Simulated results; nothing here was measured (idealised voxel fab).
process module | voxel capacitor over wiring
cross-section cut | 160 nm wide | cells 5 nm
A cross-section is a grid of square cells, given in bands from the top down. A band is one or more rows of cells.
Each band's line starts with the height of the band's top and of its bottom, in nm. Then come its materials from left to right, each with its width in nm. One material with "throughout" fills the band from edge to edge. "air" is empty space.
Height 0 is the level under which the wafer as received is all one material. The lowest band goes on downwards, as in "0 down".
A width such as "30 to 40" changes by the same amount from each row of cells to the next, from the band's top row to its bottom row.
"no change" after a step means that no cell of the cross-section changed.
closed voids: empty space of 8 cells or more with no open way to the top, each as width x height at its distance from the left edge, in nm
after a step's settings: what the simulator itself notes on the step
overlay nm, on a step with a mask: how far to the right of its planned place the mask lay; to the left if negative
plan
1 op RECEIVE | material Si
2 op CONFORMAL_DEP | material SiO2 | thk nm 15
3 op CONFORMAL_DEP | material SiN | thk nm 5
4 op DIRECTIONAL_DEP | material lowk | thk nm 20
5 op DIRECTIONAL_DEP | material aC | thk nm 10
6 op PATTERN | tone open | mask id METAL_1 | material resist | width nm 30 | pitch nm 95 | thk nm 30 | overlay nm 0
7 op DIRECTIONAL_ETCH | etch materials aC | depth nm 10
8 op STRIP | etch materials resist
9 op DIRECTIONAL_ETCH | etch materials lowk | depth nm 20
10 op DIRECTIONAL_ETCH | etch materials SiN | depth nm 5
11 op STRIP | etch materials aC
12 op CONFORMAL_DEP | material TiN | thk nm 5
13 op FILL_DEP | material W | thk nm 10
14 op CMP | height nm 40
15 op CONFORMAL_DEP | material SiCN | thk nm 5
16 op DIRECTIONAL_DEP | material SiO2 | thk nm 10
17 op DIRECTIONAL_DEP | material aC | thk nm 15
18 op PATTERN | tone open | mask id PLUG_1 | material resist | width nm 15 | thk nm 35 | overlay nm 0
19 op DIRECTIONAL_ETCH | etch materials aC | depth nm 15
20 op STRIP | etch materials resist
21 op DIRECTIONAL_ETCH | etch materials SiO2 | depth nm 10
22 op DIRECTIONAL_ETCH | etch materials SiCN | depth nm 5
23 op STRIP | etch materials aC
24 op CONFORMAL_DEP | material TiN | thk nm 5
25 op FILL_DEP | material W | thk nm 5
26 op CMP | height nm 55
27 op DIRECTIONAL_DEP | material TiN | thk nm 5
28 op DIRECTIONAL_DEP | material HfO2 | thk nm 5
29 op DIRECTIONAL_DEP | material TiN | thk nm 10
30 op PATTERN | tone cover | mask id UPPER_PLATE | material resist | width nm 70 | thk nm 15 | overlay nm 0
31 op DIRECTIONAL_ETCH | etch materials TiN | depth nm 10
32 op DIRECTIONAL_ETCH | etch materials HfO2 | depth nm 5
33 op STRIP | etch materials resist
34 op DIRECTIONAL_DEP | material aC | thk nm 10
35 op PATTERN | tone cover | mask id LOWER_PLATE | material resist | width nm 80 | thk nm 30 | overlay nm 0
36 op DIRECTIONAL_ETCH | etch materials aC | depth nm 10
37 op STRIP | etch materials resist
38 op DIRECTIONAL_ETCH | etch materials TiN | depth nm 5
39 op STRIP | etch materials aC
40 op FILL_DEP | material SiO2 | thk nm 15
41 op CMP | height nm 85
42 op DIRECTIONAL_DEP | material aC | thk nm 15
43 op PATTERN | tone open | mask id PLUG_2 | material resist | width nm 15 | thk nm 35 | overlay nm 0
44 op DIRECTIONAL_ETCH | etch materials aC | depth nm 15
45 op STRIP | etch materials resist
46 op DIRECTIONAL_ETCH | etch materials SiO2 | depth nm 10
47 op STRIP | etch materials aC
48 op CONFORMAL_DEP | material TiN | thk nm 5
49 op FILL_DEP | material Cu | thk nm 10
50 op CMP | height nm 85
51 op CONFORMAL_DEP | material SiCN | thk nm 5
varied across the wafers: width nm of step 18. The plan shows the first wafer's value. All wafers start alike
first wafer as received, after step 1
  0 down: Si throughout
  closed voids: none
each wafer at the end: cells of each material gained (+) or lost (-) since it was received, then its closed voids
width nm 15 | +1 Cu | +14 HfO2 | +61 SiCN | +20 SiN | +282 SiO2 | +84 TiN | +34 W | +80 lowk | closed voids: none
width nm 20 | +1 Cu | +14 HfO2 | +60 SiCN | +20 SiN | +280 SiO2 | +85 TiN | +36 W | +80 lowk | closed voids: none
width nm 25 | +1 Cu | +14 HfO2 | +59 SiCN | +20 SiN | +278 SiO2 | +86 TiN | +38 W | +80 lowk | closed voids: none
width nm 30 | +1 Cu | +14 HfO2 | +58 SiCN | +20 SiN | +276 SiO2 | +87 TiN | +40 W | +80 lowk | closed voids: none
